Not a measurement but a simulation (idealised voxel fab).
process module | voxel ribs on slabs
cross-section cut | 235 nm wide | cells 5 nm
A cross-section is a grid of square cells, given in bands from the top down. A band is one or more rows of cells.
Each band's line starts with the height of the band's top and of its bottom, in nm. Then come its materials from left to right, each with its width in nm. One material with "throughout" fills the band from edge to edge. "air" is empty space.
Height 0 is the level under which the wafer as received is all one material. The lowest band goes on downwards, as in "0 down".
A width such as "30 to 40" changes by the same amount from each row of cells to the next, from the band's top row to its bottom row.
"no change" after a step means that no cell of the cross-section changed.
closed voids: empty space of 8 cells or more with no open way to the top, each as width x height at its distance from the left edge, in nm
after a step's settings: what the simulator itself notes on the step
overlay nm, on a step with a mask: how far to the right of its planned place the mask lay; to the left if negative
plan
1 op RECEIVE | material Si
2 op DIRECTIONAL_DEP | material SiO2 | thk nm 30
3 op DIRECTIONAL_DEP | material polySi | thk nm 15
4 op MASKED_ETCH | tone cover | mask id RIB | width nm 20 | etch materials polySi | depth nm 10 | overlay nm 0
5 op PATTERN | tone cover | mask id SLAB | material resist | width nm 90 | thk nm 15 | overlay nm 0
6 op DIRECTIONAL_ETCH | etch materials polySi | depth nm 5
7 op STRIP | etch materials resist
8 op FILL_DEP | material SiO2 | thk nm 15
9 op CMP | height nm 55
10 op DIRECTIONAL_DEP | material TiN | thk nm 5
11 op DIRECTIONAL_DEP | material aC | thk nm 10
12 op PATTERN | tone cover | mask id HEATER | material resist | width nm 40 | thk nm 25 | overlay nm 0
13 op DIRECTIONAL_ETCH | etch materials aC | depth nm 10
14 op STRIP | etch materials resist
15 op DIRECTIONAL_ETCH | etch materials TiN | depth nm 5
16 op STRIP | etch materials aC
17 op CONFORMAL_DEP | material SiN | thk nm 10
varied across the wafers: width nm of step 4. The plan shows the first wafer's value. All wafers start alike
first wafer as received, after step 1
  0 down: Si throughout
  closed voids: none
each wafer at the end: cells of each material gained (+) or lost (-) since it was received, then its closed voids
width nm 20 | +98 SiN | +491 SiO2 | +8 TiN | +26 polySi | closed voids: none
width nm 25 | +98 SiN | +489 SiO2 | +8 TiN | +28 polySi | closed voids: none
width nm 30 | +98 SiN | +487 SiO2 | +8 TiN | +30 polySi | closed voids: none
width nm 35 | +98 SiN | +485 SiO2 | +8 TiN | +32 polySi | closed voids: none
width nm 40 | +98 SiN | +483 SiO2 | +8 TiN | +34 polySi | closed voids: none
width nm 45 | +98 SiN | +481 SiO2 | +8 TiN | +36 polySi | closed voids: none
